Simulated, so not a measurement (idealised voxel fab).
The following is a process module called voxel wiring stack.
The figure presents cross-section cut, which has a width of 190 nm and is divided into square cells with an edge length of 5 nm.
Reading order for cross-sections: top band down to bottom band. Underlying form: a grid of square cells. Band size: one or more rows of cells. Look at the band entry: it leads with the top's height and the bottom's height in nm. Then it lists the materials left to right, with a width in nm for each. The word "all across" on a single material says that material fills the band edge to edge. The word "blank" is empty space. For the purposes of this specification, 0 denotes the height below which the wafer in its as-received condition is composed wholly of one material, and the lowermost band, lacking a lower limit, extends downward without end, as expressed in "from 0 down". The expression "30..40" gives the width at the extremes of the band, the first number at its top row of cells and the second at its bottom row, with the width changing by equal amounts from each row to the next in between. For the purposes of this document, the phrase "nothing different" attached to a step denotes that no cell within the cross-section was modified by that step. The label "Encapsulated voids" introduces a list of the empty spaces, 8 cells or larger, that have no open way up to the top; each entry in it reads width x height at distance, where the distance is taken from the left edge and all three are stated in nm. The remark found on a step's line after its settings is issued by the simulator itself and pertains to that step. When a step includes a mask, the "overlay nm" setting on its line states how far to the right of its planned place that mask lay, and negative values state how far to the left.

## Planned step list for the process
| 1 | RECEIVE | material Si |
| 2 | CONFORMAL_DEP | material SiO2 | thk nm 10 |
| 3 | CONFORMAL_DEP | material SiCN | thk nm 5 |
| 4 | DIRECTIONAL_DEP | material SiO2 | thk nm 20 |
| 5 | DIRECTIONAL_DEP | material aC | thk nm 10 |
| 6 | PATTERN | tone open | mask id METAL_1 | material resist | width nm 20 | pitch nm 40 | thk nm 30 | overlay nm 0 |
| 7 | DIRECTIONAL_ETCH | etch materials aC | depth nm 10 |
| 8 | STRIP | etch materials resist |
| 9 | DIRECTIONAL_ETCH | etch materials SiO2 | depth nm 20 |
| 10 | DIRECTIONAL_ETCH | etch materials SiCN | depth nm 5 |
| 11 | STRIP | etch materials aC |
| 12 | CONFORMAL_DEP | material TiN | thk nm 5 |
| 13 | FILL_DEP | material Cu | thk nm 5 |
| 14 | CMP | height nm 35 |
| 15 | CONFORMAL_DEP | material SiCN | thk nm 5 |
| 16 | DIRECTIONAL_DEP | material SiO2 | thk nm 30 |
| 17 | DIRECTIONAL_DEP | material aC | thk nm 10 |
| 18 | PATTERN | tone open | mask id METAL_2 | material resist | width nm 20 | pitch nm 40 | thk nm 30 | overlay nm 0 |
| 19 | DIRECTIONAL_ETCH | etch materials aC | depth nm 10 |
| 20 | STRIP | etch materials resist |
| 21 | DIRECTIONAL_ETCH | etch materials SiO2 | depth nm 15 |
| 22 | STRIP | etch materials aC |
| 23 | PATTERN | tone open | mask id METAL_2_HOLES | material resist | width nm 15 | pitch nm 80 | thk nm 20 | overlay nm 0 |
| 24 | DIRECTIONAL_ETCH | etch materials SiO2 | depth nm 15 |
| 25 | DIRECTIONAL_ETCH | etch materials SiCN | depth nm 5 |
| 26 | STRIP | etch materials resist |
| 27 | CONFORMAL_DEP | material TiN | thk nm 5 |
| 28 | FILL_DEP | material Ru | thk nm 10 |
| 29 | CMP | height nm 70 |
| 30 | CONFORMAL_DEP | material SiN | thk nm 5 |

## This is the cross-section of the wafer as we received it, i.e. after step 1
    from 0 down: Si all across
    Encapsulated voids: none

## Here's the wafer cut in cross-section after the module, started and planned just like above, except one thing was done wrong in the run
    from 75 to 70: SiN all across
    from 70 to 45: SiO2 25  TiN 5  Ru 10  TiN 5  SiO2 20  TiN 5  Ru 10  TiN 5  SiO2 20  TiN 5  Ru 10  TiN 5  SiO2 20  TiN 5  Ru 10  TiN 5  SiO2 25
    from 45 to 40: SiO2 25  TiN 5  Ru 5  TiN 10  SiO2 20  TiN 20  SiO2 20  TiN 5  Ru 5  TiN 10  SiO2 20  TiN 20  SiO2 25
    from 40 to 35: SiCN 25  TiN 15  SiCN 65  TiN 15  SiCN 70
    from 35 to 15: SiO2 25  TiN 5  Cu 10  TiN 5  SiO2 20  TiN 5  Cu 10  TiN 5  SiO2 20  TiN 5  Cu 10  TiN 5  SiO2 20  TiN 5  Cu 10  TiN 5  SiO2 25
    from 15 to 10: SiCN 25  TiN 20  SiCN 20  TiN 20  SiCN 20  TiN 20  SiCN 20  TiN 20  SiCN 25
    from 10 to 0: SiO2 all across
    from 0 down: Si all across
    Encapsulated voids: none
Finding, execution versus plan: step 21 of the plan was twice carried out
